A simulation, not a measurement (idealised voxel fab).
Process module name: voxel self aligned vias
It is cross-section cut that appears here, measuring 210 nm in width, its square cells being 5 nm in size.
Each cross-section below is a grid of square cells, stated as bands in top-down order, with one or more rows of cells making up each band.
Quick guide to a band line: top height, bottom height (nm) up front; then every material left to right with its width in nm. Only one material and it's marked "edge to edge"? Then it fills the band edge to edge. And "empty" just means empty space.
A quick word on heights: they are counted from 0, and under that level the wafer as it came to us is one material throughout. The lowest band is different from the rest in having no bottom; it simply continues downward, written as in "0 -> down".
Per-row width for "30->40": begins at first number (top row of band), ends at second number (bottom row), increment between rows held constant.
Basically "nothing got changed" means that step didn't change any cell in the cross-section.
Empty spaces counting at least 8 cells and having no open way to the top are listed in "Closed cavities". The notation width x height at distance is used for each, the distance being from the left edge and all three values in nm.
Note: text after step settings on the step line = simulator remark on that step.
The "overlay nm" setting may appear on a step's line; for a step that uses a mask, it gives how far to the right of its planned position the mask lay, and a negative value indicates the left.

### Process steps - plan
step 1: RECEIVE | material Si
step 2: CONFORMAL_DEP | material SiO2 | thk nm 10
step 3: CONFORMAL_DEP | material SiCN | thk nm 5
step 4: DIRECTIONAL_DEP | material SiO2 | thk nm 30
step 5: MASKED_ETCH | tone open | mask id LINES | width nm 20 | pitch nm 60 | etch materials SiO2 | depth nm 30 | overlay nm 0
step 6: CONFORMAL_DEP | material TiN | thk nm 5
step 7: FILL_DEP | material W | thk nm 5
step 8: CMP | height nm 45
step 9: SELECTIVE_ETCH | etch materials W Ru TiN | depth nm 5
step 10: FILL_DEP | material SiN | thk nm 10
step 11: CMP | height nm 45
step 12: DIRECTIONAL_DEP | material SiO2 | thk nm 15
step 13: PATTERN | tone open | mask id VIAS | material resist | width nm 30 | thk nm 20 | overlay nm 0
step 14: DIRECTIONAL_ETCH | etch materials SiO2 | depth nm 15
step 15: DIRECTIONAL_ETCH | etch materials SiN | depth nm 5
step 16: STRIP | etch materials resist
step 17: CONFORMAL_DEP | material TiN | thk nm 5
step 18: FILL_DEP | material Ru | thk nm 5
step 19: CMP | height nm 60
step 20: CONFORMAL_DEP | material SiN | thk nm 5

### Cross-section, incoming material, after step 1
  0 -> down | Si edge to edge
  Closed cavities: none

### The cross-section shown corresponds to the wafer at the conclusion of the module. The initial structure and the process plan are those presented above; however, one mistake occurred in executing the plan
  65 -> 60 | SiN edge to edge
  60 -> 50 | Ru (55), then TiN (5), then SiO2 (30), then TiN (5), then Ru (115)
  50 -> 45 | TiN (60), then SiO2 (30), then TiN (40), then Ru (10), then TiN (70)
  45 -> 40 | SiO2 (65), then SiN (20), then SiO2 (40), then TiN (20), then SiO2 (65)
  40 -> 20 | SiO2 (65), then TiN (5), then W (10), then TiN (5), then SiO2 (40), then TiN (5), then W (10), then TiN (5), then SiO2 (65)
  20 -> 15 | SiO2 (65), then TiN (20), then SiO2 (40), then TiN (20), then SiO2 (65)
  15 -> 10 | SiCN edge to edge
  10 -> 0 | SiO2 edge to edge
  0 -> down | Si edge to edge
  Closed cavities: none
Which mistake was made when the wafer was run? step 13 was processed under conditions differing from the plan, specifically as PATTERN | tone cover | mask id VIAS | material resist | width nm 30 | thk nm 20 | overlay nm 0
